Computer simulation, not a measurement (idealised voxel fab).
process module | voxel double patterning
cross-section cut | 210 nm wide | cells 5 nm
A cross-section is a grid of square cells, given in bands from the top down. A band is one or more rows of cells.
Each band's line starts with the height of the band's top and of its bottom, in nm. Then come its materials from left to right, each with its width in nm. One material with "throughout" fills the band from edge to edge. "air" is empty space.
Height 0 is the level under which the wafer as received is all one material. The lowest band goes on downwards, as in "0 down".
A width such as "30 to 40" changes by the same amount from each row of cells to the next, from the band's top row to its bottom row.
"no change" after a step means that no cell of the cross-section changed.
closed voids: empty space of 8 cells or more with no open way to the top, each as width x height at its distance from the left edge, in nm
after a step's settings: what the simulator itself notes on the step
overlay nm, on a step with a mask: how far to the right of its planned place the mask lay; to the left if negative
plan
1 op RECEIVE | material Si
2 op CONFORMAL_DEP | material SiO2 | thk nm 10
3 op DIRECTIONAL_DEP | material polySi | thk nm 10
4 op DIRECTIONAL_DEP | material SiCN | thk nm 5
5 op DIRECTIONAL_DEP | material aC | thk nm 10
6 op PATTERN | tone open | mask id FIRST | material resist | width nm 15 | pitch nm 50 | thk nm 30 | overlay nm 0
7 op DIRECTIONAL_ETCH | etch materials aC | depth nm 10
8 op STRIP | etch materials resist
9 op DIRECTIONAL_ETCH | etch materials SiCN | depth nm 5
10 op STRIP | etch materials aC
11 op MASKED_ETCH | tone open | mask id SECOND | width nm 15 | pitch nm 50 | etch materials SiCN | depth nm 5 | overlay nm 0
12 op DIRECTIONAL_ETCH | etch materials polySi | depth nm 10
13 op STRIP | etch materials SiCN
first wafer, as planned
as received, after step 1
  0 down: Si throughout
  closed voids: none
after step 2
  10 to 0: SiO2 throughout
  below 0: unchanged
after step 3
  20 to 10: polySi throughout
  below 10: unchanged
after step 4
  25 to 20: SiCN throughout
  below 20: unchanged
after step 5
  35 to 25: aC throughout
  below 25: unchanged
after step 6
  65 to 35: resist 45 | air 15 | resist 35 | air 15 | resist 35 | air 15 | resist 50
  below 35: unchanged
after step 7
  55 to 35: resist 45 | air 15 | resist 35 | air 15 | resist 35 | air 15 | resist 50
  35 to 25: aC 45 | air 15 | aC 35 | air 15 | aC 35 | air 15 | aC 50
  below 25: unchanged
after step 8
  35 to 25: aC 45 | air 15 | aC 35 | air 15 | aC 35 | air 15 | aC 50
  below 25: unchanged
after step 9
  35 to 25: aC 45 | air 15 | aC 35 | air 15 | aC 35 | air 15 | aC 50
  25 to 20: SiCN 45 | air 15 | SiCN 35 | air 15 | SiCN 35 | air 15 | SiCN 50
  below 20: unchanged
after step 10
  25 to 20: SiCN 45 | air 15 | SiCN 35 | air 15 | SiCN 35 | air 15 | SiCN 50
  below 20: unchanged
after step 11
  25 to 20: SiCN 45 | air 15 | SiCN 10 | air 15 | SiCN 10 | air 15 | SiCN 10 | air 15 | SiCN 10 | air 15 | SiCN 50
  below 20: unchanged
after step 12
  25 to 20: SiCN 45 | air 15 | SiCN 10 | air 15 | SiCN 10 | air 15 | SiCN 10 | air 15 | SiCN 10 | air 15 | SiCN 50
  20 to 10: polySi 45 | air 15 | polySi 10 | air 15 | polySi 10 | air 15 | polySi 10 | air 15 | polySi 10 | air 15 | polySi 50
  below 10: unchanged
after step 13
  20 to 10: polySi 45 | air 15 | polySi 10 | air 15 | polySi 10 | air 15 | polySi 10 | air 15 | polySi 10 | air 15 | polySi 50
  below 10: unchanged
second wafer: like start, like plan, one mistake. Through step 3 it matches the first wafer
when step 4 should have ended
  25 to 10: polySi throughout
  below 10: unchanged
when step 5 should have ended
  35 to 25: aC throughout
  below 25: unchanged
when step 6 should have ended
  65 to 35: resist 45 | air 15 | resist 35 | air 15 | resist 35 | air 15 | resist 50
  below 35: unchanged
when step 7 should have ended
  55 to 35: resist 45 | air 15 | resist 35 | air 15 | resist 35 | air 15 | resist 50
  35 to 25: aC 45 | air 15 | aC 35 | air 15 | aC 35 | air 15 | aC 50
  below 25: unchanged
when step 8 should have ended
  35 to 25: aC 45 | air 15 | aC 35 | air 15 | aC 35 | air 15 | aC 50
  below 25: unchanged
when step 9 should have ended: no change
when step 10 should have ended
  25 to 10: polySi throughout
  below 10: unchanged
when step 11 should have ended: no change
when step 12 should have ended
  15 to 10: polySi throughout
  below 10: unchanged
when step 13 should have ended: no change
what went wrong: step 4 ran as: op DIRECTIONAL_DEP | material polySi | thk nm 5
at the end the second wafer has, in cells: 12 fewer of polySi
